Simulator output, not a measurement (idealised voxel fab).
This section sets out a process module, namely voxel air gaps.
Xsec cut, 155 nm wide, square cell size 5 nm.
Cross-section layout: square cells on a grid; listed as bands, top to bottom; a band spans one or more cell rows. Heights first: top, then bottom, in nm. Then materials, left to right, each with a width in nm. "all across" on a single material: fills the band edge to edge. "blank": empty space. Heights are expressed relative to 0, this being the level below which the as-received wafer comprises one material exclusively. The lowest band is unbounded in the downward direction and is denoted as in "0 -> down". So if you see something like "30 to 40" for the width, read it as the top row of the band sitting at the first number and the bottom row at the second, with every row in between moving by the same amount as the last. Reading "no change" for a step: not a cell of the cross-section changed in it. What "Voids lacking openings" gives you is every empty space of 8 cells or more that is cut off from the top. Each appears as width x height at distance, with the distance taken from the left edge and width, height and distance all in nm. Past the settings on a step's line: simulator remark, on that step. When a step includes a mask, the "overlay nm" setting on its line states how far to the right of its planned place that mask lay, and negative values state how far to the left.
# Process steps - plan
1. RECEIVE | material Si
2. CONFORMAL_DEP | material SiO2 | thk nm 10
3. CONFORMAL_DEP | material SiN | thk nm 5
4. DIRECTIONAL_DEP | material SiO2 | thk nm 30
5. DIRECTIONAL_DEP | material aC | thk nm 10
6. PATTERN | tone open | mask id LINES | material resist | width nm 20 | pitch nm 45 | thk nm 30 | overlay nm 0
7. DIRECTIONAL_ETCH | etch materials aC | depth nm 10
8. STRIP | etch materials resist
9. DIRECTIONAL_ETCH | etch materials SiO2 | depth nm 30
10. STRIP | etch materials aC
11. CONFORMAL_DEP | material TiN | thk nm 5
12. FILL_DEP | material Ru | thk nm 5
13. CMP | height nm 45
14. EPI | material Ru | thk nm 10
15. SELECTIVE_ETCH | etch materials SiO2 | depth nm 40
16. CONFORMAL_DEP | material SiCN | thk nm 5
# Cross-sectional view of the wafer in its as-received condition, corresponding to the state after step 1
- 0 -> down: Si all across
- Voids lacking openings: none
# What the wafer looks like in cross-section after this module, when it starts as shown above and follows the plan above but one mistake is made in running it
- 50 -> 45: SiCN all across
- 45 -> 40: SiN all across
- 40 -> 0: SiO2 all across
- 0 -> down: Si all across
- Voids lacking openings: none
Diagnosis: steps 3 and 4 run out of order (swapped)
